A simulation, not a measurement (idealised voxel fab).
Module name: voxel ribs on slabs (process module)
Section shown: cut. Width: 290 nm. Cell size: 5 nm, square.
In what follows, cross-sections appear as grids of square cells, described through bands that run from the top down, where every band is one or more rows of cells. Heights first: top, then bottom, in nm. Then materials, left to right, each with a width in nm. "all across" on a single material: fills the band edge to edge. "empty": empty space. Basically, 0 is our baseline, since under it the wafer straight out of the box is all one material. The bottom band has no lower end and keeps on going down, so it looks like "from 0 down". So if you see something like "30 to 40" for the width, read it as the top row of the band sitting at the first number and the bottom row at the second, with every row in between moving by the same amount as the last. Key: "no alterations made" - step with no changed cell in the cross-section. Each empty space that has no open way to the top and spans at least 8 cells appears under "closed voids" as width x height at distance, the distance counted from the left edge, all in nm. Text after the settings on a step's line: the simulator's own remark on that step. When a step includes a mask, the "overlay nm" setting on its line states how far to the right of its planned place that mask lay, and negative values state how far to the left.
**The following list gives the planned process steps**
1: op RECEIVE | material Si
2: op DIRECTIONAL_DEP | material SiO2 | thk nm 20
3: op DIRECTIONAL_DEP | material SiN | thk nm 15
4: op PATTERN | tone cover | mask id RIB | material resist | width nm 30 | thk nm 20 | overlay nm 0
5: op DIRECTIONAL_ETCH | etch materials SiN | depth nm 10
6: op STRIP | etch materials resist
7: op PATTERN | tone cover | mask id SLAB | material resist | width nm 60 | thk nm 20 | overlay nm 0
8: op DIRECTIONAL_ETCH | etch materials SiN | depth nm 5
9: op STRIP | etch materials resist
10: op FILL_DEP | material SiO2 | thk nm 25
11: op CMP | height nm 55
12: op DIRECTIONAL_DEP | material TiN | thk nm 5
13: op DIRECTIONAL_DEP | material aC | thk nm 15
14: op PATTERN | tone cover | mask id HEATER | material resist | width nm 40 | thk nm 30 | overlay nm 0
15: op DIRECTIONAL_ETCH | etch materials aC | depth nm 15
16: op STRIP | etch materials resist
17: op DIRECTIONAL_ETCH | etch materials TiN | depth nm 5
18: op STRIP | etch materials aC
19: op CONFORMAL_DEP | material SiN | thk nm 5
**as received, after step 1**
	from 0 down = Si all across
	closed voids: none
**First wafer of two, sectioned at end of module; run went per plan**
	from 65 to 60 = empty (120), then SiN (50), then empty (120)
	from 60 to 55 = SiN (125), then TiN (40), then SiN (125)
	from 55 to 35 = SiO2 all across
	from 35 to 25 = SiO2 (130), then SiN (30), then SiO2 (130)
	from 25 to 20 = SiO2 (115), then SiN (60), then SiO2 (115)
	from 20 to 0 = SiO2 all across
	from 0 down = Si all across
	closed voids: none
**Cross-section at end of module for the second wafer of two, which matched the first in starting point and plan and differed by one mistake in its processing**
	from 65 to 60 = empty (120), then SiN (50), then empty (120)
	from 60 to 55 = SiN (125), then TiN (40), then SiN (125)
	from 55 to 35 = SiO2 all across
	from 35 to 25 = SiO2 (130), then SiN (30), then SiO2 (130)
	from 25 to 20 = SiO2 (125), then SiN (60), then SiO2 (105)
	from 20 to 0 = SiO2 all across
	from 0 down = Si all across
	closed voids: none
Finding, execution versus plan: step 7 did not happen as planned, as run it was op PATTERN | tone cover | mask id SLAB | material resist | width nm 60 | thk nm 20 | overlay nm 10
Heads up: at the end the two wafers have identical cell counts per material, they're just laid out differently.
